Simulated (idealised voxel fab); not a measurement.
Documented hereafter: the process module known as voxel lift off.
Cross-section cut spans 170 nm and uses square cells 5 nm in size.
The cross-sections in this document take the form of a grid made of square cells. They are written out as bands, in order from top to bottom. Each band consists of one or more rows of cells. Per band: top height and bottom height in nm, followed by the left-to-right materials and their widths in nm; "throughout" marks a single material spanning edge to edge, "blank" marks empty space. Beneath 0, the wafer as received is one material, and that level is where height counting begins. The lowest band goes on downward without a bottom; it is written like "0..down". With a width like "30->40", each row of cells in the band differs from the next by the same amount, the top row carrying the first number and the bottom row the second. "nothing was modified", as given for a step, is the statement that not any cell of the cross-section underwent a change during that step. Closed empty spaces (no open way to the top) of 8 cells or more are what "Closed cavities" lists, each as width x height at distance from the left edge, nm for all three. Text after the settings on a step's line: the simulator's own remark on that step. For masked steps, "overlay nm" on the step line gives how far right of plan the mask actually lay; a minus sign means it lay to the left.

-- Set out below are the planned steps of the process
step 1: RECEIVE [material Si]
step 2: CONFORMAL_DEP [material SiN] [thk nm 5]
step 3: PATTERN [tone open] [mask id LINES] [material resist] [width nm 15] [pitch nm 50] [thk nm 25] [overlay nm 0]
step 4: DIRECTIONAL_DEP [material Ru] [thk nm 10]
step 5: STRIP [etch materials resist]
step 6: CONFORMAL_DEP [material SiCN] [thk nm 5]
Quick note for whoever runs this: the wafers start identical, but the width nm at step 3 isn't the same across them. The plan just shows what the first wafer had.

-- The as-received cross-section of the first of several wafers corresponds to the state after step 1
	0..down | Si throughout
	Closed cavities: none

-- The figure below presents a cross-section of the first of several wafers at the conclusion of the module, following its last step, step 6
	20..15 | blank (50), SiCN (25), blank (25), SiCN (25), blank (45)
	15..10 | blank (50), SiCN (5), Ru (15), SiCN (5), blank (25), SiCN (5), Ru (15), SiCN (5), blank (45)
	10..5 | SiCN (55), Ru (15), SiCN (35), Ru (15), SiCN (50)
	5..0 | SiN throughout
	0..down | Si throughout
	Closed cavities: none

-- Cross-section at module completion, last wafer
	20..15 | blank (40), SiCN (45), blank (5), SiCN (45), blank (35)
	15..10 | blank (40), SiCN (5), Ru (35), SiCN (5), blank (5), SiCN (5), Ru (35), SiCN (5), blank (35)
	10..5 | SiCN (45), Ru (35), SiCN (15), Ru (35), SiCN (40)
	5..0 | SiN throughout
	0..down | Si throughout
	Closed cavities: none

-- What follows is a table in which each wafer occupies a row; for the wafer as it stands at the close of the module, the row states, material by material, how many cells have been gained (+) or lost (-) since receipt, and then gives its closed voids
width nm 15 | +12 Ru | +42 SiCN | +34 SiN | Closed cavities: none
width nm 20 | +16 Ru | +42 SiCN | +34 SiN | Closed cavities: none
width nm 25 | +20 Ru | +42 SiCN | +34 SiN | Closed cavities: none
width nm 30 | +24 Ru | +42 SiCN | +34 SiN | Closed cavities: none
width nm 35 | +28 Ru | +42 SiCN | +34 SiN | Closed cavities: none
